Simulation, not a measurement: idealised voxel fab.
process module | voxel self aligned contacts
cross-section cut | 225 nm wide | cells 5 nm
A cross-section is a grid of square cells, given in bands from the top down. A band is one or more rows of cells.
Each band's line starts with the height of the band's top and of its bottom, in nm. Then come its materials from left to right, each with its width in nm. One material with "throughout" fills the band from edge to edge. "air" is empty space.
Height 0 is the level under which the wafer as received is all one material. The lowest band goes on downwards, as in "0 down".
A width such as "30 to 40" changes by the same amount from each row of cells to the next, from the band's top row to its bottom row.
"no change" after a step means that no cell of the cross-section changed.
closed voids: empty space of 8 cells or more with no open way to the top, each as width x height at its distance from the left edge, in nm
after a step's settings: what the simulator itself notes on the step
overlay nm, on a step with a mask: how far to the right of its planned place the mask lay; to the left if negative
plan
1 op RECEIVE | material Si
2 op OXIDIZE | depth nm 5
3 op DIRECTIONAL_DEP | material polySi | thk nm 30
4 op DIRECTIONAL_DEP | material SiN | thk nm 20
5 op PATTERN | tone cover | mask id GATE | material resist | width nm 35 | pitch nm 65 | thk nm 15 | overlay nm 0
6 op DIRECTIONAL_ETCH | etch materials SiN | depth nm 20
7 op DIRECTIONAL_ETCH | etch materials polySi | depth nm 30
8 op STRIP | etch materials resist
9 op CONFORMAL_DEP | material SiN | thk nm 5
10 op DIRECTIONAL_ETCH | etch materials SiN | depth nm 5
11 op FILL_DEP | material SiO2 | thk nm 15
12 op CMP | height nm 60
13 op DIRECTIONAL_DEP | material aC | thk nm 15
14 op PATTERN | tone open | mask id CONTACT | material resist | width nm 50 | pitch nm 65 | thk nm 30 | overlay nm 0
15 op DIRECTIONAL_ETCH | etch materials aC | depth nm 15
16 op STRIP | etch materials resist
17 op DIRECTIONAL_ETCH | etch materials SiO2 | depth nm 65
18 op STRIP | etch materials aC
19 op CONFORMAL_DEP | material TiN | thk nm 5
20 op FILL_DEP | material W | thk nm 10
21 op CMP | height nm 60
22 op CONFORMAL_DEP | material SiN | thk nm 5
as received, after step 1
  0 down: Si throughout
  closed voids: none
a wafer at the end: this start, this plan, one mistake
  65 to 60: SiN throughout
  60 to 55: SiO2 55 | TiN 5 | W 40 | TiN 5 | SiO2 15 | TiN 5 | W 40 | TiN 5 | SiO2 55
  55 to 50: SiO2 55 | TiN 50 | SiO2 15 | TiN 50 | SiO2 55
  50 to 30: TiN throughout
  30 to 0: polySi throughout
  0 to -5: SiO2 throughout
  -5 down: Si throughout
  closed voids: none
what went wrong: step 4 ran as: op DIRECTIONAL_DEP | material TiN | thk nm 20
